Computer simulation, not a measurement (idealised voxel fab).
Presented below is a process module, voxel released beams.
Pictured: cross-section cut, 220 nm wide, on a grid of 5 nm square cells.
We lay out every cross-section as a grid of square cells and spell it out in bands from the top down, where one band means one or more rows of cells.
Top, bottom (nm), then materials left to right with widths (nm); lone material tagged "full width" fills the whole band edge to edge; "empty" = empty space.
The level at which height equals 0 is the one under which the wafer, as it arrives, is entirely one material. No lower edge exists for the bottom band, which continues downward and is notated as in "top 0, no bottom".
With a width like "30 to 40", each row of cells in the band differs from the next by the same amount, the top row carrying the first number and the bottom row the second.
Step note "no alterations made" = no cross-section cell changed.
In "Sealed-off cavities" the enclosed voids are listed, meaning empty spaces of 8 cells or larger without any opening to the top. The form is width x height at distance, distance from the left edge, units nm.
On each step's line, the part that comes after the settings is the simulator's own comment on the step.
Each step line may optionally specify "overlay nm", which for a step with a mask gives the rightward distance between the mask's planned place and where it lay, a negative value indicating the leftward direction.
-- Listed below are the process steps as planned
| 1 | RECEIVE: material Si |
| 2 | CONFORMAL_DEP: material Al2O3, thk nm 10 |
| 3 | DIRECTIONAL_DEP: material SiO2, thk nm 10 |
| 4 | DIRECTIONAL_DEP: material aC, thk nm 15 |
| 5 | PATTERN: tone open, mask id ANCHOR, material resist, width nm 35, thk nm 30, overlay nm 0 |
| 6 | DIRECTIONAL_ETCH: etch materials aC, depth nm 15 |
| 7 | STRIP: etch materials resist |
| 8 | DIRECTIONAL_ETCH: etch materials SiO2, depth nm 10 |
| 9 | STRIP: etch materials aC |
| 10 | CONFORMAL_DEP: material W, thk nm 10 |
| 11 | MASKED_ETCH: tone cover, mask id BEAM, width nm 110, etch materials W, depth nm 10, overlay nm 0 |
| 12 | STRIP: etch materials SiO2 |
-- The cross-section here shows the wafer as received, i.e. in its state after step 1
  top 0, no bottom  Si full width
  Sealed-off cavities: none
-- Cross-section, first of two wafers, end of module, run as planned
  top 30, bottom 20  empty=50, then W=15, then empty=15, then W=80, then empty=60
  top 20, bottom 10  empty=55, then W=35, then empty=130
  top 10, bottom 0  Al2O3 full width
  top 0, no bottom  Si full width
  Sealed-off cavities: none
-- The second wafer, shown in cross-section after the module: started the same way as the first and given the same plan, yet one mistake crept into how it was run
  top 20, bottom 10  empty=50, then W=15, then empty=15, then W=80, then empty=60
  top 10, bottom 0  empty=55, then W=35, then empty=130
  top 0, no bottom  Si full width
  Sealed-off cavities: none
So what did we get wrong on this run? step 2 of the plan did not run at all; it was left out
Final comparison by cell count, materials where the second wafer has more or fewer than the first: Al2O3: 88 fewer
